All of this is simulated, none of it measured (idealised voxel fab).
The following process module bears the name voxel ribs on slabs.
The figure presents cross-section cut, which has a width of 290 nm and is divided into square cells with an edge length of 5 nm.
For the purposes of this document, a cross-section shall be understood as a grid of square cells, specified as bands listed in top-to-bottom order, each band consisting of one or more rows of cells.
The band entry comprises the height of the band's top followed by the height of its bottom, expressed in nm, and subsequently the band's materials from left to right, each stated together with its width in nm. Where a single material is marked with the word "full width", that material fills the band from edge to edge. The word "blank" represents empty space.
Height 0 is the level under which the wafer as received is all one material. The lowest band goes on downwards, as in "0 and below".
Per-row width for "30..40": begins at first number (top row of band), ends at second number (bottom row), increment between rows held constant.
Given "no change occurred" for a step, no cell of the cross-section differs between before and after that step.
In "Closed internal voids" the enclosed voids are listed, meaning empty spaces of 8 cells or larger without any opening to the top. The form is width x height at distance, distance from the left edge, units nm.
The remark found on a step's line after its settings is issued by the simulator itself and pertains to that step.
Regarding "overlay nm": on a step with a mask, it is the distance the mask lay to the right of its planned place; a negative value places it to the left.

**Process steps (planned)**
1. RECEIVE | material Si
2. DIRECTIONAL_DEP | material SiO2 | thk nm 25
3. DIRECTIONAL_DEP | material polySi | thk nm 25
4. PATTERN | tone cover | mask id RIB | material resist | width nm 30 | thk nm 20 | overlay nm 0
5. DIRECTIONAL_ETCH | etch materials polySi | depth nm 10
6. STRIP | etch materials resist
7. MASKED_ETCH | tone cover | mask id SLAB | width nm 90 | etch materials polySi | depth nm 15 | overlay nm 0
8. FILL_DEP | material SiO2 | thk nm 25
9. CMP | height nm 70
10. DIRECTIONAL_DEP | material TiN | thk nm 5
11. MASKED_ETCH | tone cover | mask id HEATER | width nm 30 | etch materials TiN | depth nm 5 | overlay nm 0
12. CONFORMAL_DEP | material SiO2 | thk nm 5
All wafers enter the flow in the same state. The width nm at step 11 differs from wafer to wafer, and the plan gives the value for the first wafer.

**Cross-section of the first of several received wafers, showing its state after step 1**
	0 and below  Si full width
	Closed internal voids: none

**Module finished, last step 12 done: cross-section of the first of several wafers**
	80 down to 75  blank=125, then SiO2=40, then blank=125
	75 down to 70  SiO2=130, then TiN=30, then SiO2=130
	70 down to 50  SiO2 full width
	50 down to 40  SiO2=130, then polySi=30, then SiO2=130
	40 down to 25  SiO2=100, then polySi=90, then SiO2=100
	25 down to 0  SiO2 full width
	0 and below  Si full width
	Closed internal voids: none

**Final wafer cross-section at module end**
	80 down to 75  blank=115, then SiO2=65, then blank=110
	75 down to 70  SiO2=120, then TiN=55, then SiO2=115
	70 down to 50  SiO2 full width
	50 down to 40  SiO2=130, then polySi=30, then SiO2=130
	40 down to 25  SiO2=100, then polySi=90, then SiO2=100
	25 down to 0  SiO2 full width
	0 and below  Si full width
	Closed internal voids: none

**Below, a row for every wafer. Read it as the end-of-module picture: for each material the wafer shows its cells gained (+) or lost (-) since it was received, and then its closed voids**
width nm 30 | +806 SiO2 | +6 TiN | +66 polySi | Closed internal voids: none
width nm 35 | +806 SiO2 | +7 TiN | +66 polySi | Closed internal voids: none
width nm 40 | +806 SiO2 | +8 TiN | +66 polySi | Closed internal voids: none
width nm 45 | +806 SiO2 | +9 TiN | +66 polySi | Closed internal voids: none
width nm 50 | +806 SiO2 | +10 TiN | +66 polySi | Closed internal voids: none
width nm 55 | +806 SiO2 | +11 TiN | +66 polySi | Closed internal voids: none
